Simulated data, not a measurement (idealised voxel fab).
Presented below is a process module, voxel wiring stack.
We display cut, a cross-section 200 nm in width whose square cells are each 5 nm.
A cross-section in this document is a grid of square cells, and it is written down as bands, the top band listed before the ones below it; a band is made up of one or more rows of cells.
In this notation a band is specified by the heights of its top and bottom, in that order and in nm, after which its materials appear from left to right, each paired with its width in nm. The word "all across" attached to a single material means that material fills the band from edge to edge; the word "blank" stands for empty space.
A quick word on heights: they are counted from 0, and under that level the wafer as it came to us is one material throughout. The lowest band is different from the rest in having no bottom; it simply continues downward, written as in "top 0, no bottom".
So if you see something like "30->40" for the width, read it as the top row of the band sitting at the first number and the bottom row at the second, with every row in between moving by the same amount as the last.
Basically "nothing was modified" means that step didn't change any cell in the cross-section.
"Enclosed void inventory" lists enclosed empty spaces (at least 8 cells, no open path upward to the top), each as width x height at distance from the left edge, in nm.
It should be noted that, on the line of a given step, the content following the step's settings is a remark produced by the simulator itself with respect to that step.
When a step includes a mask, the "overlay nm" setting on its line states how far to the right of its planned place that mask lay, and negative values state how far to the left.

-- Intended process steps
1: RECEIVE (material Si)
2: CONFORMAL_DEP (material SiO2; thk nm 10)
3: CONFORMAL_DEP (material SiN; thk nm 5)
4: DIRECTIONAL_DEP (material SiO2; thk nm 25)
5: MASKED_ETCH (tone open; mask id METAL_1; width nm 25; pitch nm 55; etch materials SiO2; depth nm 25; overlay nm 0)
6: MASKED_ETCH (tone open; mask id METAL_1; width nm 25; pitch nm 55; etch materials SiN; depth nm 5; overlay nm 0)
7: CONFORMAL_DEP (material TiN; thk nm 5)
8: FILL_DEP (material W; thk nm 5)
9: CMP (height nm 40)
10: EPI (material Ru; thk nm 5)
11: FILL_DEP (material SiCN; thk nm 5)
12: DIRECTIONAL_DEP (material lowk; thk nm 25)
13: PATTERN (tone open; mask id METAL_2; material resist; width nm 25; pitch nm 55; thk nm 15; overlay nm 0)
14: DIRECTIONAL_ETCH (etch materials lowk; depth nm 15)
15: STRIP (etch materials resist)
16: MASKED_ETCH (tone open; mask id METAL_2_HOLES; width nm 15; pitch nm 55; etch materials lowk; depth nm 10; overlay nm 0)
17: MASKED_ETCH (tone open; mask id METAL_2_HOLES; width nm 15; pitch nm 55; etch materials SiCN; depth nm 5; overlay nm 0)
18: CONFORMAL_DEP (material TiN; thk nm 5)
19: FILL_DEP (material Cu; thk nm 5)
20: CMP (height nm 75)
21: CONFORMAL_DEP (material SiN; thk nm 5)

-- The first of the two wafers, which ran as planned

-- Incoming wafer, cross-sectional view, post step 1
top 0, no bottom: Si all across
Enclosed void inventory: none

-- After step 2: wafer cross-section
top 10, bottom 0: SiO2 all across
Below a height of 0, the structure has not been altered.

-- After step 3: wafer cross-section
top 15, bottom 10: SiN all across
Below a height of 10, the structure has not been altered.

-- After step 4: wafer cross-section
top 40, bottom 15: SiO2 all across
Below a height of 15, the structure has not been altered.

-- After step 5: wafer cross-section
top 40, bottom 15: SiO2 60, blank 25, SiO2 30, blank 25, SiO2 60
Below a height of 15, the structure has not been altered.

-- After step 6: wafer cross-section
top 40, bottom 15: SiO2 60, blank 25, SiO2 30, blank 25, SiO2 60
top 15, bottom 10: SiN 60, blank 25, SiN 30, blank 25, SiN 60
Below a height of 10, the structure has not been altered.

-- After step 7: wafer cross-section
top 45, bottom 40: TiN 65, blank 15, TiN 40, blank 15, TiN 65
top 40, bottom 15: SiO2 60, TiN 5, blank 15, TiN 5, SiO2 30, TiN 5, blank 15, TiN 5, SiO2 60
top 15, bottom 10: SiN 60, TiN 25, SiN 30, TiN 25, SiN 60
Below a height of 10, the structure has not been altered.

-- After step 8: wafer cross-section
top 50, bottom 45: W all across
top 45, bottom 40: TiN 65, W 15, TiN 40, W 15, TiN 65
top 40, bottom 15: SiO2 60, TiN 5, W 15, TiN 5, SiO2 30, TiN 5, W 15, TiN 5, SiO2 60
Below a height of 15, the structure has not been altered.

-- After step 9: wafer cross-section
top 40, bottom 15: SiO2 60, TiN 5, W 15, TiN 5, SiO2 30, TiN 5, W 15, TiN 5, SiO2 60
Below a height of 15, the structure has not been altered.

-- After step 10: wafer cross-section
top 45, bottom 40: blank 55, Ru 35, blank 20, Ru 35, blank 55
Below a height of 40, the structure has not been altered.

-- After step 11: wafer cross-section
top 50, bottom 45: SiCN all across
top 45, bottom 40: SiCN 55, Ru 35, SiCN 20, Ru 35, SiCN 55
Below a height of 40, the structure has not been altered.

-- After step 12: wafer cross-section
top 75, bottom 50: lowk all across
Below a height of 50, the structure has not been altered.

-- After step 13: wafer cross-section
top 90, bottom 75: resist 60, blank 25, resist 30, blank 25, resist 60
Below a height of 75, the structure has not been altered.

-- After step 14: wafer cross-section
top 90, bottom 75: resist 60, blank 25, resist 30, blank 25, resist 60
top 75, bottom 60: lowk 60, blank 25, lowk 30, blank 25, lowk 60
Below a height of 60, the structure has not been altered.

-- After step 15: wafer cross-section
top 75, bottom 60: lowk 60, blank 25, lowk 30, blank 25, lowk 60
Below a height of 60, the structure has not been altered.

-- After step 16: wafer cross-section
top 75, bottom 60: lowk 60, blank 25, lowk 30, blank 25, lowk 60
top 60, bottom 50: lowk 60, blank 15, lowk 40, blank 15, lowk 70
Below a height of 50, the structure has not been altered.

-- After step 17: wafer cross-section
top 75, bottom 60: lowk 60, blank 25, lowk 30, blank 25, lowk 60
top 60, bottom 50: lowk 60, blank 15, lowk 40, blank 15, lowk 70
top 50, bottom 45: SiCN 60, blank 15, SiCN 40, blank 15, SiCN 70
Below a height of 45, the structure has not been altered.

-- After step 18: wafer cross-section
top 80, bottom 75: TiN 65, blank 15, TiN 40, blank 15, TiN 65
top 75, bottom 65: lowk 60, TiN 5, blank 15, TiN 5, lowk 30, TiN 5, blank 15, TiN 5, lowk 60
top 65, bottom 60: lowk 60, TiN 5, blank 5, TiN 15, lowk 30, TiN 5, blank 5, TiN 15, lowk 60
top 60, bottom 50: lowk 60, TiN 5, blank 5, TiN 5, lowk 40, TiN 5, blank 5, TiN 5, lowk 70
top 50, bottom 45: SiCN 60, TiN 15, SiCN 40, TiN 15, SiCN 70
Below a height of 45, the structure has not been altered.

-- After step 19: wafer cross-section
top 85, bottom 80: Cu all across
top 80, bottom 75: TiN 65, Cu 15, TiN 40, Cu 15, TiN 65
top 75, bottom 65: lowk 60, TiN 5, Cu 15, TiN 5, lowk 30, TiN 5, Cu 15, TiN 5, lowk 60
top 65, bottom 60: lowk 60, TiN 5, Cu 5, TiN 15, lowk 30, TiN 5, Cu 5, TiN 15, lowk 60
top 60, bottom 50: lowk 60, TiN 5, Cu 5, TiN 5, lowk 40, TiN 5, Cu 5, TiN 5, lowk 70
Below a height of 50, the structure has not been altered.

-- After step 20: wafer cross-section
top 75, bottom 65: lowk 60, TiN 5, Cu 15, TiN 5, lowk 30, TiN 5, Cu 15, TiN 5, lowk 60
Below a height of 65, the structure has not been altered.

-- After step 21: wafer cross-section
top 80, bottom 75: SiN all across
Below a height of 75, the structure has not been altered.

-- Wafer two: like wafer one in start and plan, but with one mistake in execution; identical up to and including step 1

-- The second wafer in cross-section, at the planned close of step 2
top 10, bottom 0: Ru all across
Below a height of 0, the structure has not been altered.

-- The second wafer in cross-section, at the planned close of step 3
top 15, bottom 10: SiN all across
Below a height of 10, the structure has not been altered.

-- The second wafer in cross-section, at the planned close of step 4
top 40, bottom 15: SiO2 all across
Below a height of 15, the structure has not been altered.

-- The second wafer in cross-section, at the planned close of step 5
top 40, bottom 15: SiO2 60, blank 25, SiO2 30, blank 25, SiO2 60
Below a height of 15, the structure has not been altered.

-- The second wafer in cross-section, at the planned close of step 6
top 40, bottom 15: SiO2 60, blank 25, SiO2 30, blank 25, SiO2 60
top 15, bottom 10: SiN 60, blank 25, SiN 30, blank 25, SiN 60
Below a height of 10, the structure has not been altered.

-- The second wafer in cross-section, at the planned close of step 7
top 45, bottom 40: TiN 65, blank 15, TiN 40, blank 15, TiN 65
top 40, bottom 15: SiO2 60, TiN 5, blank 15, TiN 5, SiO2 30, TiN 5, blank 15, TiN 5, SiO2 60
top 15, bottom 10: SiN 60, TiN 25, SiN 30, TiN 25, SiN 60
Below a height of 10, the structure has not been altered.

-- The second wafer in cross-section, at the planned close of step 8
top 50, bottom 45: W all across
top 45, bottom 40: TiN 65, W 15, TiN 40, W 15, TiN 65
top 40, bottom 15: SiO2 60, TiN 5, W 15, TiN 5, SiO2 30, TiN 5, W 15, TiN 5, SiO2 60
Below a height of 15, the structure has not been altered.

-- The second wafer in cross-section, at the planned close of step 9
top 40, bottom 15: SiO2 60, TiN 5, W 15, TiN 5, SiO2 30, TiN 5, W 15, TiN 5, SiO2 60
Below a height of 15, the structure has not been altered.

-- The second wafer in cross-section, at the planned close of step 10
top 45, bottom 40: blank 55, Ru 35, blank 20, Ru 35, blank 55
Below a height of 40, the structure has not been altered.

-- The second wafer in cross-section, at the planned close of step 11
top 50, bottom 45: SiCN all across
top 45, bottom 40: SiCN 55, Ru 35, SiCN 20, Ru 35, SiCN 55
Below a height of 40, the structure has not been altered.

-- The second wafer in cross-section, at the planned close of step 12
top 75, bottom 50: lowk all across
Below a height of 50, the structure has not been altered.

-- The second wafer in cross-section, at the planned close of step 13
top 90, bottom 75: resist 60, blank 25, resist 30, blank 25, resist 60
Below a height of 75, the structure has not been altered.

-- The second wafer in cross-section, at the planned close of step 14
top 90, bottom 75: resist 60, blank 25, resist 30, blank 25, resist 60
top 75, bottom 60: lowk 60, blank 25, lowk 30, blank 25, lowk 60
Below a height of 60, the structure has not been altered.

-- The second wafer in cross-section, at the planned close of step 15
top 75, bottom 60: lowk 60, blank 25, lowk 30, blank 25, lowk 60
Below a height of 60, the structure has not been altered.

-- The second wafer in cross-section, at the planned close of step 16
top 75, bottom 60: lowk 60, blank 25, lowk 30, blank 25, lowk 60
top 60, bottom 50: lowk 60, blank 15, lowk 40, blank 15, lowk 70
Below a height of 50, the structure has not been altered.

-- The second wafer in cross-section, at the planned close of step 17
top 75, bottom 60: lowk 60, blank 25, lowk 30, blank 25, lowk 60
top 60, bottom 50: lowk 60, blank 15, lowk 40, blank 15, lowk 70
top 50, bottom 45: SiCN 60, blank 15, SiCN 40, blank 15, SiCN 70
Below a height of 45, the structure has not been altered.

-- The second wafer in cross-section, at the planned close of step 18
top 80, bottom 75: TiN 65, blank 15, TiN 40, blank 15, TiN 65
top 75, bottom 65: lowk 60, TiN 5, blank 15, TiN 5, lowk 30, TiN 5, blank 15, TiN 5, lowk 60
top 65, bottom 60: lowk 60, TiN 5, blank 5, TiN 15, lowk 30, TiN 5, blank 5, TiN 15, lowk 60
top 60, bottom 50: lowk 60, TiN 5, blank 5, TiN 5, lowk 40, TiN 5, blank 5, TiN 5, lowk 70
top 50, bottom 45: SiCN 60, TiN 15, SiCN 40, TiN 15, SiCN 70
Below a height of 45, the structure has not been altered.

-- The second wafer in cross-section, at the planned close of step 19
top 85, bottom 80: Cu all across
top 80, bottom 75: TiN 65, Cu 15, TiN 40, Cu 15, TiN 65
top 75, bottom 65: lowk 60, TiN 5, Cu 15, TiN 5, lowk 30, TiN 5, Cu 15, TiN 5, lowk 60
top 65, bottom 60: lowk 60, TiN 5, Cu 5, TiN 15, lowk 30, TiN 5, Cu 5, TiN 15, lowk 60
top 60, bottom 50: lowk 60, TiN 5, Cu 5, TiN 5, lowk 40, TiN 5, Cu 5, TiN 5, lowk 70
Below a height of 50, the structure has not been altered.

-- The second wafer in cross-section, at the planned close of step 20
top 75, bottom 65: lowk 60, TiN 5, Cu 15, TiN 5, lowk 30, TiN 5, Cu 15, TiN 5, lowk 60
Below a height of 65, the structure has not been altered.

-- The second wafer in cross-section, at the planned close of step 21
top 80, bottom 75: SiN all across
Below a height of 75, the structure has not been altered.
Heads up, the wafer didn't run the way we planned it: so step 2 ended up running with a different setting than we planned, it ran as CONFORMAL_DEP (material Ru; thk nm 10)
Wrapping up, a cell-based count of both wafers puts the second over or under the first for these materials: 80 more of Ru | 80 fewer of SiO2
